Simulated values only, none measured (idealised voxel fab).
Name of the process module below: voxel plated lines
We display cut, a cross-section 215 nm in width whose square cells are each 5 nm.
Cross-section, as written here: a square-cell grid given band by band from the top down, where a band holds one or more rows of cells. Each band's line starts with the height of the band's top and of its bottom, in nm. Then come its materials from left to right, each with its width in nm. One material with "everywhere" fills the band from edge to edge. "air" is empty space. Counting heights begins at 0, where everything beneath is, in the wafer as received, one material. The lowest band has no bottom; it goes on downwards, as "0..down" shows. You'd read "30..40" like this: the band's top row of cells is as wide as the first number, its bottom row is as wide as the second, and going down, every row changes width by the same amount as the row before did. "same as before" -> step changed no cross-section cell. "Sealed cavities": sealed empty spaces, 8 cells or more, no open way to top, listed width x height at distance, with distance from the left edge and width, height and distance in nm. Step line, after settings: the simulator's comment on this step. Regarding "overlay nm": on a step with a mask, it is the distance the mask lay to the right of its planned place; a negative value places it to the left. Quick note on how to read the rest: it's all pairs. You get the cross-section before a process step and the one after, but the after one only goes down as far as the lowest band that changed. The step in between, with its settings, sits under the pair. Heads up, the pairs can come from different runs of this module on the same starting wafer, so don't assume a pair picks up from the one above unless its "Snapshot before" entry says it does.

Snapshot before:
  0..down = Si everywhere
  Sealed cavities: none

Resulting Cross-Section:
  15..0 = SiN everywhere
  All layers under 0 are left as they were.
  Sealed cavities: none
As a process note, the step between the before and after cross-sections shown above is op CONFORMAL_DEP | material SiN | thk nm 15

Snapshot before: identical to the post-step cross-section of the immediately preceding pair.

Resulting Cross-Section:
  20..15 = TiN everywhere
  All layers under 15 are left as they were.
  Sealed cavities: none
As a process note, the step between the before and after cross-sections shown above is op DIRECTIONAL_DEP | material TiN | thk nm 5

Snapshot before: identical to the post-step cross-section of the immediately preceding pair.

Resulting Cross-Section:
  50..20 = resist 40  air 25  resist 30  air 25  resist 30  air 25  resist 40
  All layers under 20 are left as they were.
  Sealed cavities: none
As a process note, the step between the before and after cross-sections shown above is op PATTERN | tone open | mask id LINES | material resist | width nm 25 | pitch nm 55 | thk nm 30 | overlay nm 0

Snapshot before: identical to the post-step cross-section of the immediately preceding pair.

Resulting Cross-Section:
  50..25 = resist 40  air 25  resist 30  air 25  resist 30  air 25  resist 40
  25..20 = resist 40  Ru 25  resist 30  Ru 25  resist 30  Ru 25  resist 40
  All layers under 20 are left as they were.
  Sealed cavities: none
As a process note, the step between the before and after cross-sections shown above is op EPI | material Ru | thk nm 5

Snapshot before: identical to the post-step cross-section of the immediately preceding pair.

Resulting Cross-Section:
  50..30 = resist 40  air 25  resist 30  air 25  resist 30  air 25  resist 40
  30..20 = resist 40  Ru 25  resist 30  Ru 25  resist 30  Ru 25  resist 40
  All layers under 20 are left as they were.
  Sealed cavities: none
As a process note, the step between the before and after cross-sections shown above is op EPI | material Ru | thk nm 5

Snapshot before: identical to the post-step cross-section of the immediately preceding pair.

Resulting Cross-Section:
  30..20 = air 40  Ru 25  air 30  Ru 25  air 30  Ru 25  air 40
  All layers under 20 are left as they were.
  Sealed cavities: none
As a process note, the step between the before and after cross-sections shown above is op STRIP | etch materials resist

Snapshot before: identical to the post-step cross-section of the immediately preceding pair.

Resulting Cross-Section:
  30..20 = air 40  Ru 25  air 30  Ru 25  air 30  Ru 25  air 40
  20..15 = air 40  TiN 25  air 30  TiN 25  air 30  TiN 25  air 40
  All layers under 15 are left as they were.
  Sealed cavities: none
As a process note, the step between the before and after cross-sections shown above is op DIRECTIONAL_ETCH | etch materials TiN | depth nm 5

Snapshot before: identical to the post-step cross-section of the immediately preceding pair.

Resulting Cross-Section:
  35..30 = air 35  SiO2 35  air 20  SiO2 35  air 20  SiO2 35  air 35
  30..20 = air 35  SiO2 5  Ru 25  SiO2 5  air 20  SiO2 5  Ru 25  SiO2 5  air 20  SiO2 5  Ru 25  SiO2 5  air 35
  20..15 = SiO2 40  TiN 25  SiO2 30  TiN 25  SiO2 30  TiN 25  SiO2 40
  All layers under 15 are left as they were.
  Sealed cavities: none
As a process note, the step between the before and after cross-sections shown above is op CONFORMAL_DEP | material SiO2 | thk nm 5

Snapshot before:
  50..25 = resist 40  air 25  resist 30  air 25  resist 30  air 25  resist 40
  25..20 = resist 40  Ru 25  resist 30  Ru 25  resist 30  Ru 25  resist 40
  20..15 = TiN everywhere
  15..0 = SiN everywhere
  0..down = Si everywhere
  Sealed cavities: none

Resulting Cross-Section:
  25..20 = air 40  Ru 25  air 30  Ru 25  air 30  Ru 25  air 40
  All layers under 20 are left as they were.
  Sealed cavities: none
As a process note, the step between the before and after cross-sections shown above is op STRIP | etch materials resist

Snapshot before: identical to the post-step cross-section of the immediately preceding pair.

Resulting Cross-Section:
  25..20 = air 40  Ru 25  air 30  Ru 25  air 30  Ru 25  air 40
  20..15 = air 40  TiN 25  air 30  TiN 25  air 30  TiN 25  air 40
  All layers under 15 are left as they were.
  Sealed cavities: none
As a process note, the step between the before and after cross-sections shown above is op DIRECTIONAL_ETCH | etch materials TiN | depth nm 5

Snapshot before: identical to the post-step cross-section of the immediately preceding pair.

Resulting Cross-Section:
  30..25 = air 35  SiO2 35  air 20  SiO2 35  air 20  SiO2 35  air 35
  25..20 = air 35  SiO2 5  Ru 25  SiO2 5  air 20  SiO2 5  Ru 25  SiO2 5  air 20  SiO2 5  Ru 25  SiO2 5  air 35
  20..15 = SiO2 40  TiN 25  SiO2 30  TiN 25  SiO2 30  TiN 25  SiO2 40
  All layers under 15 are left as they were.
  Sealed cavities: none
As a process note, the step between the before and after cross-sections shown above is op CONFORMAL_DEP | material SiO2 | thk nm 5

Snapshot before:
  15..0 = SiN everywhere
  0..down = Si everywhere
  Sealed cavities: none

Resulting Cross-Section:
  30..0 = SiN everywhere
  All layers under 0 are left as they were.
  Sealed cavities: none
As a process note, the step between the before and after cross-sections shown above is op CONFORMAL_DEP | material SiN | thk nm 15

Snapshot before: identical to the post-step cross-section of the immediately preceding pair.

Resulting Cross-Section:
  35..30 = TiN everywhere
  All layers under 30 are left as they were.
  Sealed cavities: none
As a process note, the step between the before and after cross-sections shown above is op DIRECTIONAL_DEP | material TiN | thk nm 5

Snapshot before: identical to the post-step cross-section of the immediately preceding pair.

Resulting Cross-Section:
  65..35 = resist 40  air 25  resist 30  air 25  resist 30  air 25  resist 40
  All layers under 35 are left as they were.
  Sealed cavities: none
As a process note, the step between the before and after cross-sections shown above is op PATTERN | tone open | mask id LINES | material resist | width nm 25 | pitch nm 55 | thk nm 30 | overlay nm 0

Snapshot before: identical to the post-step cross-section of the immediately preceding pair.

Resulting Cross-Section:
  65..40 = resist 40  air 25  resist 30  air 25  resist 30  air 25  resist 40
  40..35 = resist 40  Ru 25  resist 30  Ru 25  resist 30  Ru 25  resist 40
  All layers under 35 are left as they were.
  Sealed cavities: none
As a process note, the step between the before and after cross-sections shown above is op EPI | material Ru | thk nm 5

Snapshot before: identical to the post-step cross-section of the immediately preceding pair.

Resulting Cross-Section:
  65..45 = resist 40  air 25  resist 30  air 25  resist 30  air 25  resist 40
  45..35 = resist 40  Ru 25  resist 30  Ru 25  resist 30  Ru 25  resist 40
  All layers under 35 are left as they were.
  Sealed cavities: none
As a process note, the step between the before and after cross-sections shown above is op EPI | material Ru | thk nm 5

Snapshot before: identical to the post-step cross-section of the immediately preceding pair.

Resulting Cross-Section:
  45..35 = air 40  Ru 25  air 30  Ru 25  air 30  Ru 25  air 40
  All layers under 35 are left as they were.
  Sealed cavities: none
As a process note, the step between the before and after cross-sections shown above is op STRIP | etch materials resist

Snapshot before: identical to the post-step cross-section of the immediately preceding pair.

Resulting Cross-Section:
  45..35 = air 40  Ru 25  air 30  Ru 25  air 30  Ru 25  air 40
  35..30 = air 40  TiN 25  air 30  TiN 25  air 30  TiN 25  air 40
  All layers under 30 are left as they were.
  Sealed cavities: none
As a process note, the step between the before and after cross-sections shown above is op DIRECTIONAL_ETCH | etch materials TiN | depth nm 5

Snapshot before: identical to the post-step cross-section of the immediately preceding pair.

Resulting Cross-Section:
  50..45 = air 35  SiO2 35  air 20  SiO2 35  air 20  SiO2 35  air 35
  45..35 = air 35  SiO2 5  Ru 25  SiO2 5  air 20  SiO2 5  Ru 25  SiO2 5  air 20  SiO2 5  Ru 25  SiO2 5  air 35
  35..30 = SiO2 40  TiN 25  SiO2 30  TiN 25  SiO2 30  TiN 25  SiO2 40
  All layers under 30 are left as they were.
  Sealed cavities: none
As a process note, the step between the before and after cross-sections shown above is op CONFORMAL_DEP | material SiO2 | thk nm 5

Snapshot before:
  0..down = Si everywhere
  Sealed cavities: none

Resulting Cross-Section:
  5..0 = TiN everywhere
  All layers under 0 are left as they were.
  Sealed cavities: none
As a process note, the step between the before and after cross-sections shown above is op DIRECTIONAL_DEP | material TiN | thk nm 5

Snapshot before: identical to the post-step cross-section of the immediately preceding pair.

Resulting Cross-Section:
  20..5 = SiN everywhere
  All layers under 5 are left as they were.
  Sealed cavities: none
As a process note, the step between the before and after cross-sections shown above is op CONFORMAL_DEP | material SiN | thk nm 15

Snapshot before: identical to the post-step cross-section of the immediately preceding pair.

Resulting Cross-Section:
  50..20 = resist 40  air 25  resist 30  air 25  resist 30  air 25  resist 40
  All layers under 20 are left as they were.
  Sealed cavities: none
As a process note, the step between the before and after cross-sections shown above is op PATTERN | tone open | mask id LINES | material resist | width nm 25 | pitch nm 55 | thk nm 30 | overlay nm 0

Snapshot before: identical to the post-step cross-section of the immediately preceding pair.

Resulting Cross-Section:
  20..5 = SiN everywhere
  All layers under 5 are left as they were.
  Sealed cavities: none
As a process note, the step between the before and after cross-sections shown above is op STRIP | etch materials resist

Snapshot before: identical to the post-step cross-section of the immediately preceding pair.

Resulting Cross-Section:
  25..20 = SiO2 everywhere
  All layers under 20 are left as they were.
  Sealed cavities: none
As a process note, the step between the before and after cross-sections shown above is op CONFORMAL_DEP | material SiO2 | thk nm 5

Snapshot before:
  30..20 = air 40  Ru 25  air 30  Ru 25  air 30  Ru 25  air 40
  20..15 = air 40  TiN 25  air 30  TiN 25  air 30  TiN 25  air 40
  15..0 = SiN everywhere
  0..down = Si everywhere
  Sealed cavities: none

Resulting Cross-Section:
  45..30 = air 25  SiO2 165  air 25
  30..20 = SiO2 40  Ru 25  SiO2 30  Ru 25  SiO2 30  Ru 25  SiO2 40
  20..15 = SiO2 40  TiN 25  SiO2 30  TiN 25  SiO2 30  TiN 25  SiO2 40
  All layers under 15 are left as they were.
  Sealed cavities: none
As a process note, the step between the before and after cross-sections shown above is op CONFORMAL_DEP | material SiO2 | thk nm 15

Snapshot before:
  20..15 = TiN everywhere
  15..0 = SiN everywhere
  0..down = Si everywhere
  Sealed cavities: none

Resulting Cross-Section:
  50..20 = resist 45  air 20  resist 35  air 20  resist 35  air 20  resist 40
  All layers under 20 are left as they were.
  Sealed cavities: none
As a process note, the step between the before and after cross-sections shown above is op PATTERN | tone open | mask id LINES | material resist | width nm 20 | pitch nm 55 | thk nm 30 | overlay nm 0

Snapshot before: identical to the post-step cross-section of the immediately preceding pair.

Resulting Cross-Section:
  50..25 = resist 45  air 20  resist 35  air 20  resist 35  air 20  resist 40
  25..20 = resist 45  Ru 20  resist 35  Ru 20  resist 35  Ru 20  resist 40
  All layers under 20 are left as they were.
  Sealed cavities: none
As a process note, the step between the before and after cross-sections shown above is op EPI | material Ru | thk nm 5

Snapshot before: identical to the post-step cross-section of the immediately preceding pair.

Resulting Cross-Section:
  50..30 = resist 45  air 20  resist 35  air 20  resist 35  air 20  resist 40
  30..20 = resist 45  Ru 20  resist 35  Ru 20  resist 35  Ru 20  resist 40
  All layers under 20 are left as they were.
  Sealed cavities: none
As a process note, the step between the before and after cross-sections shown above is op EPI | material Ru | thk nm 5

Snapshot before: identical to the post-step cross-section of the immediately preceding pair.

Resulting Cross-Section:
  30..20 = air 45  Ru 20  air 35  Ru 20  air 35  Ru 20  air 40
  All layers under 20 are left as they were.
  Sealed cavities: none
As a process note, the step between the before and after cross-sections shown above is op STRIP | etch materials resist

Snapshot before: identical to the post-step cross-section of the immediately preceding pair.

Resulting Cross-Section:
  30..20 = air 45  Ru 20  air 35  Ru 20  air 35  Ru 20  air 40
  20..15 = air 45  TiN 20  air 35  TiN 20  air 35  TiN 20  air 40
  All layers under 15 are left as they were.
  Sealed cavities: none
As a process note, the step between the before and after cross-sections shown above is op DIRECTIONAL_ETCH | etch materials TiN | depth nm 5

Snapshot before: identical to the post-step cross-section of the immediately preceding pair.

Resulting Cross-Section:
  35..30 = air 40  SiO2 30  air 25  SiO2 30  air 25  SiO2 30  air 35
  30..20 = air 40  SiO2 5  Ru 20  SiO2 5  air 25  SiO2 5  Ru 20  SiO2 5  air 25  SiO2 5  Ru 20  SiO2 5  air 35
  20..15 = SiO2 45  TiN 20  SiO2 35  TiN 20  SiO2 35  TiN 20  SiO2 40
  All layers under 15 are left as they were.
  Sealed cavities: none
As a process note, the step between the before and after cross-sections shown above is op CONFORMAL_DEP | material SiO2 | thk nm 5

Snapshot before:
  20..15 = TiN everywhere
  15..0 = SiN everywhere
  0..down = Si everywhere
  Sealed cavities: none

Resulting Cross-Section:
  50..20 = resist 30  air 25  resist 30  air 25  resist 30  air 25  resist 50
  All layers under 20 are left as they were.
  Sealed cavities: none
As a process note, the step between the before and after cross-sections shown above is op PATTERN | tone open | mask id LINES | material resist | width nm 25 | pitch nm 55 | thk nm 30 | overlay nm -10

Snapshot before: identical to the post-step cross-section of the immediately preceding pair.

Resulting Cross-Section:
  50..25 = resist 30  air 25  resist 30  air 25  resist 30  air 25  resist 50
  25..20 = resist 30  Ru 25  resist 30  Ru 25  resist 30  Ru 25  resist 50
  All layers under 20 are left as they were.
  Sealed cavities: none
As a process note, the step between the before and after cross-sections shown above is op EPI | material Ru | thk nm 5

Snapshot before: identical to the post-step cross-section of the immediately preceding pair.

Resulting Cross-Section:
  50..30 = resist 30  air 25  resist 30  air 25  resist 30  air 25  resist 50
  30..20 = resist 30  Ru 25  resist 30  Ru 25  resist 30  Ru 25  resist 50
  All layers under 20 are left as they were.
  Sealed cavities: none
As a process note, the step between the before and after cross-sections shown above is op EPI | material Ru | thk nm 5

Snapshot before: identical to the post-step cross-section of the immediately preceding pair.

Resulting Cross-Section:
  30..20 = air 30  Ru 25  air 30  Ru 25  air 30  Ru 25  air 50
  All layers under 20 are left as they were.
  Sealed cavities: none
As a process note, the step between the before and after cross-sections shown above is op STRIP | etch materials resist

Snapshot before: identical to the post-step cross-section of the immediately preceding pair.

Resulting Cross-Section:
  30..20 = air 30  Ru 25  air 30  Ru 25  air 30  Ru 25  air 50
  20..15 = air 30  TiN 25  air 30  TiN 25  air 30  TiN 25  air 50
  All layers under 15 are left as they were.
  Sealed cavities: none
As a process note, the step between the before and after cross-sections shown above is op DIRECTIONAL_ETCH | etch materials TiN | depth nm 5

Snapshot before: identical to the post-step cross-section of the immediately preceding pair.

Resulting Cross-Section:
  35..30 = air 25  SiO2 35  air 20  SiO2 35  air 20  SiO2 35  air 45
  30..20 = air 25  SiO2 5  Ru 25  SiO2 5  air 20  SiO2 5  Ru 25  SiO2 5  air 20  SiO2 5  Ru 25  SiO2 5  air 45
  20..15 = SiO2 30  TiN 25  SiO2 30  TiN 25  SiO2 30  TiN 25  SiO2 50
  All layers under 15 are left as they were.
  Sealed cavities: none
As a process note, the step between the before and after cross-sections shown above is op CONFORMAL_DEP | material SiO2 | thk nm 5

Snapshot before:
  30..20 = air 40  Ru 25  air 30  Ru 25  air 30  Ru 25  air 40
  20..15 = air 40  TiN 25  air 30  TiN 25  air 30  TiN 25  air 40
  15..0 = SiN everywhere
  0..down = Si everywhere
  Sealed cavities: none

Resulting Cross-Section:
  35..30 = air 35  SiN 35  air 20  SiN 35  air 20  SiN 35  air 35
  30..20 = air 35  SiN 5  Ru 25  SiN 5  air 20  SiN 5  Ru 25  SiN 5  air 20  SiN 5  Ru 25  SiN 5  air 35
  20..15 = SiN 40  TiN 25  SiN 30  TiN 25  SiN 30  TiN 25  SiN 40
  All layers under 15 are left as they were.
  Sealed cavities: none
As a process note, the step between the before and after cross-sections shown above is op CONFORMAL_DEP | material SiN | thk nm 5

Snapshot before:
  20..15 = TiN everywhere
  15..0 = SiN everywhere
  0..down = Si everywhere
  Sealed cavities: none

Resulting Cross-Section:
  50..20 = air 40  resist 25  air 30  resist 25  air 30  resist 25  air 40
  All layers under 20 are left as they were.
  Sealed cavities: none
As a process note, the step between the before and after cross-sections shown above is op PATTERN | tone cover | mask id LINES | material resist | width nm 25 | pitch nm 55 | thk nm 30 | overlay nm 0

Snapshot before: identical to the post-step cross-section of the immediately preceding pair.

Resulting Cross-Section:
  50..25 = air 40  resist 25  air 30  resist 25  air 30  resist 25  air 40
  25..20 = Ru 40  resist 25  Ru 30  resist 25  Ru 30  resist 25  Ru 40
  All layers under 20 are left as they were.
  Sealed cavities: none
As a process note, the step between the before and after cross-sections shown above is op EPI | material Ru | thk nm 5

Snapshot before: identical to the post-step cross-section of the immediately preceding pair.

Resulting Cross-Section:
  50..30 = air 40  resist 25  air 30  resist 25  air 30  resist 25  air 40
  30..20 = Ru 40  resist 25  Ru 30  resist 25  Ru 30  resist 25  Ru 40
  All layers under 20 are left as they were.
  Sealed cavities: none
As a process note, the step between the before and after cross-sections shown above is op EPI | material Ru | thk nm 5

Snapshot before: identical to the post-step cross-section of the immediately preceding pair.

Resulting Cross-Section:
  30..20 = Ru 40  air 25  Ru 30  air 25  Ru 30  air 25  Ru 40
  All layers under 20 are left as they were.
  Sealed cavities: none
As a process note, the step between the before and after cross-sections shown above is op STRIP | etch materials resist

Snapshot before: identical to the post-step cross-section of the immediately preceding pair.

Resulting Cross-Section:
  30..20 = Ru 40  air 25  Ru 30  air 25  Ru 30  air 25  Ru 40
  20..15 = TiN 40  air 25  TiN 30  air 25  TiN 30  air 25  TiN 40
  All layers under 15 are left as they were.
  Sealed cavities: none
As a process note, the step between the before and after cross-sections shown above is op DIRECTIONAL_ETCH | etch materials TiN | depth nm 5

Snapshot before: identical to the post-step cross-section of the immediately preceding pair.

Resulting Cross-Section:
  35..30 = SiO2 45  air 15  SiO2 40  air 15  SiO2 40  air 15  SiO2 45
  30..20 = Ru 40  SiO2 5  air 15  SiO2 5  Ru 30  SiO2 5  air 15  SiO2 5  Ru 30  SiO2 5  air 15  SiO2 5  Ru 40
  20..15 = TiN 40  SiO2 25  TiN 30  SiO2 25  TiN 30  SiO2 25  TiN 40
  All layers under 15 are left as they were.
  Sealed cavities: none
As a process note, the step between the before and after cross-sections shown above is op CONFORMAL_DEP | material SiO2 | thk nm 5
